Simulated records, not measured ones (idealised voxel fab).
Documented hereafter: the process module known as voxel lift off.
205 nm wide, 5 nm square cells: that's cross-section cut.
Throughout this document, each cross-section is represented as a grid of square cells and is presented as a sequence of bands enumerated from the top downward, where a band comprises one or more rows of cells.
First you get the band's top height and its bottom height, in nm, and then the materials it's made of, left to right, with each width in nm. If you see a single material with "throughout", that one covers the band edge to edge. "blank" is empty space.
Measure heights from 0. That's the level where, below it, the as-received wafer is all one material. The lowest band is bottomless and extends downward; write it as in "0..down".
A two-number width, for instance "30->40", indicates that the width is equal to the first number in the top row of the band and to the second number in the bottom row, and that it changes by a constant amount per row of cells.
"stayed the same" for a step: no cell of the cross-section changed in that step.
For the entry "Enclosed void inventory", the listed items are empty spaces with no open way to the top whose size is 8 cells or more; each item follows the pattern width x height at distance, where distance is from the left edge and all three are in nm.
Where a step's line continues beyond its settings, the continuation is a remark by the simulator itself on that step.
The line of a step may include "overlay nm". On a step with a mask, this value is how far to the right of its planned place the mask lay. A negative value means the mask lay to the left.

Steps planned for the process:
- 1: RECEIVE, material Si
- 2: CONFORMAL_DEP, material Al2O3, thk nm 15
- 3: PATTERN, tone open, mask id LINES, material resist, width nm 30, pitch nm 55, thk nm 25, overlay nm 0
- 4: DIRECTIONAL_DEP, material Ru, thk nm 10
- 5: STRIP, etch materials resist
- 6: CONFORMAL_DEP, material SiN, thk nm 5

Cross-section of the wafer as it came to us, i.e., already through step 1:
* 0..down | Si throughout
* Enclosed void inventory: none

End-of-module cross-section. Starting structure and process plan as above; one mistake made in running it:
* 25..20 | blank 55  SiN 40  blank 15  SiN 40  blank 55
* 20..15 | blank 55  SiN 5  Ru 30  SiN 5  blank 15  SiN 5  Ru 30  SiN 5  blank 55
* 15..10 | SiN 60  Ru 30  SiN 25  Ru 30  SiN 60
* 10..0 | Al2O3 throughout
* 0..down | Si throughout
* Enclosed void inventory: none
Short version of what went wrong: step 2 did not happen as planned, as run it was CONFORMAL_DEP, material Al2O3, thk nm 10
